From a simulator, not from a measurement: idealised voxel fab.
Module name: voxel self aligned vias (process module)
This is section cut - it's 175 nm across, gridded in 5 nm square cells.
If you're reading a cross-section in this doc, picture square cells in a grid; it comes to you as bands, top ones listed first down to the bottom, and a band can be one or more rows of cells.
What a band's entry tells you: where the top is and where the bottom is, as heights in nm, and after that what lies inside, material by material from left to right, each with its width in nm. Empty space is written as the word "blank", and a single material marked with the word "everywhere" occupies the band from edge to edge.
We count height from 0. Below that, the starting wafer is all one material. The lowest band never ends at the bottom but goes on down; see "0 nm and below" for how that is written.
When a width is written as two numbers, as in "30 to 40", the first number is the width in the top row of cells of the band and the second is the width in its bottom row, and the width changes by the same amount from each row to the next.
No cell of the cross-section changed in a step that is given as "no alteration".
Empty spaces counting at least 8 cells and having no open way to the top are listed in "Closed void list". The notation width x height at distance is used for each, the distance being from the left edge and all three values in nm.
On a step's line, text after the settings is the simulator commenting on that step.
What "overlay nm" on a step's line means: if the step has a mask, that mask lay this far to the right of its planned place, or, when the value is negative, to the left.
-- List of planned process steps
1: RECEIVE [material Si]
2: CONFORMAL_DEP [material SiO2] [thk nm 10]
3: CONFORMAL_DEP [material SiCN] [thk nm 5]
4: DIRECTIONAL_DEP [material SiO2] [thk nm 20]
5: DIRECTIONAL_DEP [material aC] [thk nm 10]
6: PATTERN [tone open] [mask id LINES] [material resist] [width nm 20] [pitch nm 50] [thk nm 25] [overlay nm 0]
7: DIRECTIONAL_ETCH [etch materials aC] [depth nm 5]
8: STRIP [etch materials resist]
9: DIRECTIONAL_ETCH [etch materials SiO2] [depth nm 20]
10: STRIP [etch materials aC]
11: CONFORMAL_DEP [material TiN] [thk nm 5]
12: FILL_DEP [material W] [thk nm 5]
13: CMP [height nm 35]
14: SELECTIVE_ETCH [etch materials W Ru TiN] [depth nm 5]
15: FILL_DEP [material SiN] [thk nm 10]
16: CMP [height nm 35]
17: DIRECTIONAL_DEP [material SiO2] [thk nm 15]
18: MASKED_ETCH [tone open] [mask id VIAS] [width nm 30] [pitch nm 100] [etch materials SiO2] [depth nm 15] [overlay nm 0]
19: MASKED_ETCH [tone open] [mask id VIAS] [width nm 30] [pitch nm 100] [etch materials SiN] [depth nm 5] [overlay nm 0]
20: CONFORMAL_DEP [material TiN] [thk nm 5]
21: FILL_DEP [material Ru] [thk nm 5]
22: CMP [height nm 50]
23: CONFORMAL_DEP [material SiCN] [thk nm 5]
Wafers differ in depth nm at step 7; plan lists the first wafer's value; identical starting state.
-- The as-received cross-section of the first of several wafers corresponds to the state after step 1
    0 nm and below = Si everywhere
    Closed void list: none
-- Shown in cross-section: the first of several wafers at the end of the module, after its last step, step 23
    55 nm to 50 nm = SiCN everywhere
    50 nm to 40 nm = SiO2=20 / TiN=5 / Ru=20 / TiN=5 / SiO2=70 / TiN=5 / Ru=20 / TiN=5 / SiO2=25
    40 nm to 35 nm = SiO2=20 / TiN=30 / SiO2=70 / TiN=30 / SiO2=25
    35 nm to 15 nm = SiO2 everywhere
    15 nm to 10 nm = SiCN everywhere
    10 nm to 0 nm = SiO2 everywhere
    0 nm and below = Si everywhere
    Closed void list: none
-- Last wafer, end of module, cross-section
    55 nm to 50 nm = SiCN everywhere
    50 nm to 40 nm = SiO2=20 / TiN=5 / Ru=20 / TiN=5 / SiO2=70 / TiN=5 / Ru=20 / TiN=5 / SiO2=25
    40 nm to 35 nm = SiO2=20 / TiN=10 / Ru=10 / TiN=10 / SiO2=70 / TiN=10 / Ru=10 / TiN=10 / SiO2=25
    35 nm to 30 nm = SiO2=25 / TiN=20 / SiO2=30 / SiN=20 / SiO2=30 / TiN=20 / SiO2=30
    30 nm to 20 nm = SiO2=25 / TiN=5 / W=10 / TiN=5 / SiO2=30 / TiN=5 / W=10 / TiN=5 / SiO2=30 / TiN=5 / W=10 / TiN=5 / SiO2=30
    20 nm to 15 nm = SiO2=25 / TiN=20 / SiO2=30 / TiN=20 / SiO2=30 / TiN=20 / SiO2=30
    15 nm to 10 nm = SiCN everywhere
    10 nm to 0 nm = SiO2 everywhere
    0 nm and below = Si everywhere
    Closed void list: none
-- wafer rows; end of module; cells per material since receipt: (+) gained, (-) lost; then closed voids
depth nm 5 | +16 Ru | +70 SiCN | +279 SiO2 | +20 TiN | Closed void list: none
depth nm 10 | +20 Ru | +70 SiCN | +4 SiN | +231 SiO2 | +48 TiN | +12 W | Closed void list: none
depth nm 15 | +20 Ru | +70 SiCN | +4 SiN | +231 SiO2 | +48 TiN | +12 W | Closed void list: none
depth nm 20 | +20 Ru | +70 SiCN | +4 SiN | +231 SiO2 | +48 TiN | +12 W | Closed void list: none
depth nm 25 | +20 Ru | +70 SiCN | +4 SiN | +231 SiO2 | +48 TiN | +12 W | Closed void list: none
